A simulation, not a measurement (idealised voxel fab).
process module | voxel trench capacitor
cross-section cut | 205 nm wide | cells 5 nm
A cross-section is a grid of square cells, given in bands from the top down. A band is one or more rows of cells.
Each band's line starts with the height of the band's top and of its bottom, in nm. Then come its materials from left to right, each with its width in nm. One material with "throughout" fills the band from edge to edge. "air" is empty space.
Height 0 is the level under which the wafer as received is all one material. The lowest band goes on downwards, as in "0 down".
A width such as "30 to 40" changes by the same amount from each row of cells to the next, from the band's top row to its bottom row.
"no change" after a step means that no cell of the cross-section changed.
closed voids: empty space of 8 cells or more with no open way to the top, each as width x height at its distance from the left edge, in nm
after a step's settings: what the simulator itself notes on the step
overlay nm, on a step with a mask: how far to the right of its planned place the mask lay; to the left if negative
plan
1 op RECEIVE | material Si
2 op CONFORMAL_DEP | material SiN | thk nm 5
3 op DIRECTIONAL_DEP | material aC | thk nm 10
4 op PATTERN | tone open | mask id TRENCH | material resist | width nm 20 | pitch nm 50 | thk nm 30 | overlay nm 0
5 op DIRECTIONAL_ETCH | etch materials aC | depth nm 10
6 op STRIP | etch materials resist
7 op DIRECTIONAL_ETCH | etch materials SiN | depth nm 5
8 op DIRECTIONAL_ETCH | etch materials Si | depth nm 25
9 op STRIP | etch materials aC
10 op CONFORMAL_DEP | material Al2O3 | thk nm 5
11 op FILL_DEP | material polySi | thk nm 5
12 op CMP | height nm 5
first wafer, as planned
as received, after step 1
  0 down: Si throughout
  closed voids: none
after step 2
  5 to 0: SiN throughout
  below 0: unchanged
after step 3
  15 to 5: aC throughout
  below 5: unchanged
after step 4
  45 to 15: resist 65 | air 20 | resist 30 | air 20 | resist 70
  below 15: unchanged
after step 5
  35 to 15: resist 65 | air 20 | resist 30 | air 20 | resist 70
  15 to 5: aC 65 | air 20 | aC 30 | air 20 | aC 70
  below 5: unchanged
after step 6
  15 to 5: aC 65 | air 20 | aC 30 | air 20 | aC 70
  below 5: unchanged
after step 7
  15 to 5: aC 65 | air 20 | aC 30 | air 20 | aC 70
  5 to 0: SiN 65 | air 20 | SiN 30 | air 20 | SiN 70
  below 0: unchanged
after step 8
  15 to 5: aC 65 | air 20 | aC 30 | air 20 | aC 70
  5 to 0: SiN 65 | air 20 | SiN 30 | air 20 | SiN 70
  0 to -25: Si 65 | air 20 | Si 30 | air 20 | Si 70
  below -25: unchanged
after step 9
  5 to 0: SiN 65 | air 20 | SiN 30 | air 20 | SiN 70
  below 0: unchanged
after step 10
  10 to 5: Al2O3 70 | air 10 | Al2O3 40 | air 10 | Al2O3 75
  5 to 0: SiN 65 | Al2O3 5 | air 10 | Al2O3 5 | SiN 30 | Al2O3 5 | air 10 | Al2O3 5 | SiN 70
  0 to -20: Si 65 | Al2O3 5 | air 10 | Al2O3 5 | Si 30 | Al2O3 5 | air 10 | Al2O3 5 | Si 70
  -20 to -25: Si 65 | Al2O3 20 | Si 30 | Al2O3 20 | Si 70
  below -25: unchanged
after step 11
  15 to 10: polySi throughout
  10 to 5: Al2O3 70 | polySi 10 | Al2O3 40 | polySi 10 | Al2O3 75
  5 to 0: SiN 65 | Al2O3 5 | polySi 10 | Al2O3 5 | SiN 30 | Al2O3 5 | polySi 10 | Al2O3 5 | SiN 70
  0 to -20: Si 65 | Al2O3 5 | polySi 10 | Al2O3 5 | Si 30 | Al2O3 5 | polySi 10 | Al2O3 5 | Si 70
  below -20: unchanged
after step 12
  5 to 0: SiN 65 | Al2O3 5 | polySi 10 | Al2O3 5 | SiN 30 | Al2O3 5 | polySi 10 | Al2O3 5 | SiN 70
  below 0: unchanged
second wafer: like start, like plan, one mistake. Through step 8 it matches the first wafer
when step 9 should have ended
  20 to 15: Al2O3 70 | air 10 | Al2O3 40 | air 10 | Al2O3 75
  15 to 5: aC 65 | Al2O3 5 | air 10 | Al2O3 5 | aC 30 | Al2O3 5 | air 10 | Al2O3 5 | aC 70
  5 to 0: SiN 65 | Al2O3 5 | air 10 | Al2O3 5 | SiN 30 | Al2O3 5 | air 10 | Al2O3 5 | SiN 70
  0 to -20: Si 65 | Al2O3 5 | air 10 | Al2O3 5 | Si 30 | Al2O3 5 | air 10 | Al2O3 5 | Si 70
  -20 to -25: Si 65 | Al2O3 20 | Si 30 | Al2O3 20 | Si 70
  below -25: unchanged
when step 10 should have ended: no change
when step 11 should have ended
  25 to 20: polySi throughout
  20 to 15: Al2O3 70 | polySi 10 | Al2O3 40 | polySi 10 | Al2O3 75
  15 to 5: aC 65 | Al2O3 5 | polySi 10 | Al2O3 5 | aC 30 | Al2O3 5 | polySi 10 | Al2O3 5 | aC 70
  5 to 0: SiN 65 | Al2O3 5 | polySi 10 | Al2O3 5 | SiN 30 | Al2O3 5 | polySi 10 | Al2O3 5 | SiN 70
  0 to -20: Si 65 | Al2O3 5 | polySi 10 | Al2O3 5 | Si 30 | Al2O3 5 | polySi 10 | Al2O3 5 | Si 70
  below -20: unchanged
when step 12 should have ended
  5 to 0: SiN 65 | Al2O3 5 | polySi 10 | Al2O3 5 | SiN 30 | Al2O3 5 | polySi 10 | Al2O3 5 | SiN 70
  below 0: unchanged
what went wrong: steps 9 and 10 were swapped
at the end the two cross-sections are the same: no effect in what this model computes
